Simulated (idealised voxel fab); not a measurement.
Process module in this document: voxel transistor to metal
The cross-section on display is named cut; it measures 215 nm wide, and its cells are 5 nm squares.
Notation: cross-section as square-cell grid; stated in bands, top first, going down; one or more cell rows per band.
The band entry comprises the height of the band's top followed by the height of its bottom, expressed in nm, and subsequently the band's materials from left to right, each stated together with its width in nm. Where a single material is marked with the word "all across", that material fills the band from edge to edge. The word "blank" represents empty space.
Measure heights from 0. That's the level where, below it, the as-received wafer is all one material. The lowest band is bottomless and extends downward; write it as in "top 0, no bottom".
With a width like "30 to 40", each row of cells in the band differs from the next by the same amount, the top row carrying the first number and the bottom row the second.
Any step labelled "all unchanged" changed none of the cells in the cross-section.
"Fully closed voids": sealed empty spaces, 8 cells or more, no open way to top, listed width x height at distance, with distance from the left edge and width, height and distance in nm.
On each step's line, the part that comes after the settings is the simulator's own comment on the step.
For masked steps, "overlay nm" on the step line gives how far right of plan the mask actually lay; a minus sign means it lay to the left.

### Process steps foreseen in the plan
1) op RECEIVE | material Si
2) op OXIDIZE | depth nm 5
3) op CONFORMAL_DEP | material SiN | thk nm 10
4) op DIRECTIONAL_DEP | material aC | thk nm 15
5) op PATTERN | tone cover | mask id ACTIVE | material resist | width nm 115 | thk nm 35 | overlay nm 0
6) op DIRECTIONAL_ETCH | etch materials aC | depth nm 15
7) op STRIP | etch materials resist
8) op DIRECTIONAL_ETCH | etch materials SiN | depth nm 10
9) op DIRECTIONAL_ETCH | etch materials SiO2 | depth nm 5
10) op DIRECTIONAL_ETCH | etch materials Si | depth nm 25
11) op STRIP | etch materials aC
12) op FILL_DEP | material SiO2 | thk nm 15
13) op CMP | height nm 10
14) op SELECTIVE_ETCH | etch materials SiO2 | depth nm 5
15) op STRIP | etch materials SiN
16) op SELECTIVE_ETCH | etch materials SiO2 | depth nm 5
17) op OXIDIZE | depth nm 5
18) op DIRECTIONAL_DEP | material polySi | thk nm 20
19) op DIRECTIONAL_DEP | material SiCN | thk nm 15
20) op MASKED_ETCH | tone cover | mask id GATE | width nm 25 | etch materials SiCN | depth nm 25 | overlay nm 0
21) op MASKED_ETCH | tone cover | mask id GATE | width nm 25 | etch materials polySi | depth nm 30 | overlay nm 0
22) op CONFORMAL_DEP | material SiO2 | thk nm 5
23) op DIRECTIONAL_ETCH | etch materials SiO2 | depth nm 5
24) op CONFORMAL_DEP | material SiN | thk nm 5
25) op DIRECTIONAL_ETCH | etch materials SiN | depth nm 5
26) op DIRECTIONAL_ETCH | etch materials SiO2 | depth nm 5
27) op DIRECTIONAL_ETCH | etch materials Si | depth nm 15
28) op EPI | material nSi | thk nm 15
29) op FILL_DEP | material SiO2 | thk nm 5
30) op CMP | height nm 30
31) op DIRECTIONAL_DEP | material SiO2 | thk nm 15
32) op PATTERN | tone open | mask id CONTACT | material resist | width nm 20 | pitch nm 75 | thk nm 15 | overlay nm 0
33) op DIRECTIONAL_ETCH | etch materials SiO2 | depth nm 40
34) op STRIP | etch materials resist
35) op CONFORMAL_DEP | material TiN | thk nm 5
36) op FILL_DEP | material Ru | thk nm 10
37) op CMP | height nm 45
38) op DIRECTIONAL_DEP | material TiN | thk nm 5
39) op DIRECTIONAL_DEP | material Ru | thk nm 15
40) op DIRECTIONAL_DEP | material aC | thk nm 10
41) op PATTERN | tone cover | mask id METAL_1 | material resist | width nm 20 | pitch nm 75 | thk nm 25 | overlay nm 0
42) op DIRECTIONAL_ETCH | etch materials aC | depth nm 10
43) op STRIP | etch materials resist
44) op DIRECTIONAL_ETCH | etch materials Ru | depth nm 15
45) op DIRECTIONAL_ETCH | etch materials TiN | depth nm 5
46) op STRIP | etch materials aC
47) op FILL_DEP | material lowk | thk nm 10
48) op CMP | height nm 65
49) op CONFORMAL_DEP | material SiN | thk nm 5

### Here's what the wafer looked like in cross-section when it arrived - that's after step 1
top 0, no bottom: Si all across
Fully closed voids: none

### Starting structure and process plan are as shown above, but one mistake was made in running the module; the wafer cross-section at the end of the module follows
top 70, bottom 65: SiN all across
top 65, bottom 60: lowk all across
top 60, bottom 45: lowk: 60, Ru: 20, lowk: 55, Ru: 20, lowk: 60
top 45, bottom 40: lowk: 60, TiN: 20, lowk: 55, TiN: 20, lowk: 60
top 40, bottom 30: SiO2: 60, TiN: 5, Ru: 10, TiN: 5, SiO2: 55, TiN: 5, Ru: 10, TiN: 5, SiO2: 60
top 30, bottom 15: SiO2: 60, TiN: 5, Ru: 10, TiN: 5, SiO2: 5, SiN: 5, SiO2: 5, SiCN: 25, SiO2: 5, SiN: 5, SiO2: 5, TiN: 5, Ru: 10, TiN: 5, SiO2: 60
top 15, bottom 10: SiO2: 60, TiN: 5, Ru: 10, TiN: 5, SiO2: 5, SiN: 5, SiO2: 5, polySi: 25, SiO2: 5, SiN: 5, SiO2: 5, TiN: 5, Ru: 10, TiN: 5, SiO2: 60
top 10, bottom 5: SiO2: 60, TiN: 20, SiO2: 5, SiN: 5, SiO2: 5, polySi: 25, SiO2: 5, SiN: 5, SiO2: 5, TiN: 20, SiO2: 60
top 5, bottom 0: SiO2: 50, nSi: 35, SiN: 5, SiO2: 5, polySi: 25, SiO2: 5, SiN: 5, nSi: 35, SiO2: 50
top 0, bottom -5: SiO2: 50, SiN: 5, nSi: 30, SiN: 5, SiO2: 5, polySi: 25, SiO2: 5, SiN: 5, nSi: 30, SiN: 5, SiO2: 50
top -5, bottom -10: SiO2: 55, nSi: 30, SiO2: 45, nSi: 30, SiO2: 55
top -10, bottom -25: SiO2: 50, Si: 5, nSi: 30, Si: 45, nSi: 30, Si: 5, SiO2: 50
top -25, bottom -30: SiO2: 50, Si: 115, SiO2: 50
top -30, no bottom: Si all across
Fully closed voids: none
The mistake made against the process plan was this: step 37 was not run as planned; what actually ran was op CMP | height nm 40
